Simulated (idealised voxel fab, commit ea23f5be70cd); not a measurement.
voxel capacitor over wiring: a process module
cross-section cut | 240 nm wide | cells 5 nm
Notation: cross-section as square-cell grid; stated in bands, top first, going down; one or more cell rows per band. Top height, bottom height, nm. Materials left to right, width each, nm. Single material + "all across" = fills band edge to edge. "blank" = empty. For the purposes of this specification, 0 denotes the height below which the wafer in its as-received condition is composed wholly of one material, and the lowermost band, lacking a lower limit, extends downward without end, as expressed in "0..down". The width entry "30 to 40" should be interpreted row by row: the top row of cells in the band takes the first number, the bottom row takes the second number, and the change between adjacent rows is uniform throughout. The designation "nothing altered", where it is given for a processing step, indicates that no cell of the cross-section was altered in the course of that step. Closed empty spaces (no open way to the top) of 8 cells or more are what "Sealed void list" lists, each as width x height at distance from the left edge, nm for all three. Where a step's line continues beyond its settings, the continuation is a remark by the simulator itself on that step. overlay nm: right-of-plan distance of the mask on a masked step; negative values mean left-of-plan.
Set out below are the planned steps of the process:
1 RECEIVE: material Si
2 CONFORMAL_DEP: material SiO2, thk nm 10
3 CONFORMAL_DEP: material SiCN, thk nm 5
4 DIRECTIONAL_DEP: material lowk, thk nm 20
5 DIRECTIONAL_DEP: material aC, thk nm 10
6 PATTERN: tone open, mask id METAL_1, material resist, width nm 30, pitch nm 80, thk nm 30, overlay nm 0
7 DIRECTIONAL_ETCH: etch materials aC, depth nm 10
8 STRIP: etch materials resist
9 DIRECTIONAL_ETCH: etch materials lowk, depth nm 20
10 DIRECTIONAL_ETCH: etch materials SiCN, depth nm 5
11 STRIP: etch materials aC
12 CONFORMAL_DEP: material TiN, thk nm 5
13 FILL_DEP: material Cu, thk nm 5
14 CMP: height nm 35
15 EPI: material Ru, thk nm 5
16 FILL_DEP: material SiCN, thk nm 5
17 DIRECTIONAL_DEP: material SiO2, thk nm 20
18 DIRECTIONAL_DEP: material aC, thk nm 15
19 PATTERN: tone open, mask id PLUG_1, material resist, width nm 15, thk nm 35, overlay nm 0
20 DIRECTIONAL_ETCH: etch materials aC, depth nm 15
21 STRIP: etch materials resist
22 DIRECTIONAL_ETCH: etch materials SiO2, depth nm 20
23 DIRECTIONAL_ETCH: etch materials SiCN, depth nm 5
24 STRIP: etch materials aC
25 EPI: material Ru, thk nm 10
26 EPI: material Ru, thk nm 10
27 EPI: material Ru, thk nm 5
28 DIRECTIONAL_DEP: material TiN, thk nm 5
29 DIRECTIONAL_DEP: material SiN, thk nm 5
30 DIRECTIONAL_DEP: material TiN, thk nm 10
31 DIRECTIONAL_DEP: material aC, thk nm 15
32 PATTERN: tone cover, mask id UPPER_PLATE, material resist, width nm 55, thk nm 35, overlay nm 0
33 DIRECTIONAL_ETCH: etch materials aC, depth nm 15
34 STRIP: etch materials resist
35 DIRECTIONAL_ETCH: etch materials TiN, depth nm 10
36 DIRECTIONAL_ETCH: etch materials SiN, depth nm 5
37 STRIP: etch materials aC
38 MASKED_ETCH: tone cover, mask id LOWER_PLATE, width nm 65, etch materials TiN, depth nm 5, overlay nm 0
39 FILL_DEP: material SiO2, thk nm 15
40 CMP: height nm 95
41 MASKED_ETCH: tone open, mask id PLUG_2, width nm 15, etch materials SiO2, depth nm 10, overlay nm 0
42 CONFORMAL_DEP: material TiN, thk nm 5
43 FILL_DEP: material Ru, thk nm 5
44 CMP: height nm 95
45 CONFORMAL_DEP: material SiN, thk nm 5
As-received wafer cross-section (after step 1):
0..down | Si all across
Sealed void list: none
This is how the wafer looks in cross-section once the module is done, given the starting state and plan above and one mistake in carrying the plan out:
100..95 | SiN all across
95..90 | SiO2 (90)  TiN (5)  Ru (5)  TiN (5)  SiO2 (135)
90..85 | SiO2 (90)  TiN (15)  SiO2 (135)
85..75 | SiO2 (80)  TiN (55)  SiO2 (105)
75..70 | SiO2 (80)  SiN (55)  SiO2 (105)
70..65 | SiO2 (75)  TiN (65)  SiO2 (100)
65..45 | SiO2 (80)  Ru (15)  SiO2 (145)
45..40 | SiCN (80)  Ru (15)  SiCN (145)
40..35 | SiCN (60)  Ru (40)  SiCN (40)  Ru (40)  SiCN (60)
35..30 | SiCN (65)  TiN (30)  SiCN (50)  TiN (30)  SiCN (65)
30..10 | lowk all across
10..0 | SiO2 all across
0..down | Si all across
Sealed void list: none
Against the plan, the run slipped here: swap of plan steps 3 and 4 during execution
